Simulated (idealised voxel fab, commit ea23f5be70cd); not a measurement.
process module | voxel released beams
cross-section cut | 205 nm wide | cells 5 nm
A cross-section is a grid of square cells, given in bands from the top down. A band is one or more rows of cells.
Each band's line starts with the height of the band's top and of its bottom, in nm. Then come its materials from left to right, each with its width in nm. One material with "throughout" fills the band from edge to edge. "air" is empty space.
Height 0 is the level under which the wafer as received is all one material. The lowest band goes on downwards, as in "0 down".
A width such as "30 to 40" changes by the same amount from each row of cells to the next, from the band's top row to its bottom row.
"no change" after a step means that no cell of the cross-section changed.
closed voids: empty space of 8 cells or more with no open way to the top, each as width x height at its distance from the left edge, in nm
after a step's settings: what the simulator itself notes on the step
overlay nm, on a step with a mask: how far to the right of its planned place the mask lay; to the left if negative
plan
1 op RECEIVE | material Si
2 op CONFORMAL_DEP | material Al2O3 | thk nm 10
3 op DIRECTIONAL_DEP | material SiO2 | thk nm 15
4 op PATTERN | tone open | mask id ANCHOR | material resist | width nm 35 | thk nm 20 | overlay nm 0
5 op DIRECTIONAL_ETCH | etch materials SiO2 | depth nm 15
6 op STRIP | etch materials resist
7 op CONFORMAL_DEP | material polySi | thk nm 10
8 op DIRECTIONAL_DEP | material aC | thk nm 10
9 op PATTERN | tone cover | mask id BEAM | material resist | width nm 100 | thk nm 30 | overlay nm -15
10 op DIRECTIONAL_ETCH | etch materials aC | depth nm 10
11 op STRIP | etch materials resist
12 op DIRECTIONAL_ETCH | etch materials polySi | depth nm 10
13 op STRIP | etch materials aC
14 op STRIP | etch materials SiO2
varied across the wafers: overlay nm of step 9. The plan shows the first wafer's value. All wafers start alike
first wafer as received, after step 1
  0 down: Si throughout
  closed voids: none
each wafer at the end: cells of each material gained (+) or lost (-) since it was received, then its closed voids
overlay nm -15 | +82 Al2O3 | +52 polySi | closed voids: none
overlay nm -10 | +82 Al2O3 | +52 polySi | closed voids: none
overlay nm -5 | +82 Al2O3 | +52 polySi | closed voids: none
overlay nm 0 | +82 Al2O3 | +52 polySi | closed voids: none
overlay nm 5 | +82 Al2O3 | +52 polySi | closed voids: none
overlay nm 10 | +82 Al2O3 | +52 polySi | closed voids: none
overlay nm 15 | +82 Al2O3 | +52 polySi | closed voids: none
